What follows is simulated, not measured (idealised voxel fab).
process module | voxel ribs on slabs
cross-section cut | 175 nm wide | cells 5 nm
A cross-section is a grid of square cells, given in bands from the top down. A band is one or more rows of cells.
Each band's line starts with the height of the band's top and of its bottom, in nm. Then come its materials from left to right, each with its width in nm. One material with "throughout" fills the band from edge to edge. "air" is empty space.
Height 0 is the level under which the wafer as received is all one material. The lowest band goes on downwards, as in "0 down".
A width such as "30 to 40" changes by the same amount from each row of cells to the next, from the band's top row to its bottom row.
"no change" after a step means that no cell of the cross-section changed.
closed voids: empty space of 8 cells or more with no open way to the top, each as width x height at its distance from the left edge, in nm
after a step's settings: what the simulator itself notes on the step
overlay nm, on a step with a mask: how far to the right of its planned place the mask lay; to the left if negative
plan
1 op RECEIVE | material Si
2 op DIRECTIONAL_DEP | material SiO2 | thk nm 30
3 op DIRECTIONAL_DEP | material polySi | thk nm 25
4 op MASKED_ETCH | tone cover | mask id RIB | width nm 25 | etch materials polySi | depth nm 15 | overlay nm 0
5 op MASKED_ETCH | tone cover | mask id SLAB | width nm 65 | etch materials polySi | depth nm 10 | overlay nm 0
6 op FILL_DEP | material SiO2 | thk nm 25
7 op CMP | height nm 70
8 op DIRECTIONAL_DEP | material W | thk nm 5
9 op MASKED_ETCH | tone cover | mask id HEATER | width nm 35 | etch materials W | depth nm 5 | overlay nm 0
10 op CONFORMAL_DEP | material SiN | thk nm 5
as received, after step 1
  0 down: Si throughout
  closed voids: none
first wafer at the end, as planned
  80 to 75: air 65 | SiN 45 | air 65
  75 to 70: SiN 70 | W 35 | SiN 70
  70 to 55: SiO2 throughout
  55 to 40: SiO2 75 | polySi 25 | SiO2 75
  40 to 30: SiO2 55 | polySi 65 | SiO2 55
  30 to 0: SiO2 throughout
  0 down: Si throughout
  closed voids: none
second wafer at the end: like start, like plan, one mistake
  75 to 70: air 70 | W 35 | air 70
  70 to 55: SiO2 throughout
  55 to 40: SiO2 75 | polySi 25 | SiO2 75
  40 to 30: SiO2 55 | polySi 65 | SiO2 55
  30 to 0: SiO2 throughout
  0 down: Si throughout
  closed voids: none
what went wrong: step 10 was left out
at the end the second wafer has, in cells: 37 fewer of SiN
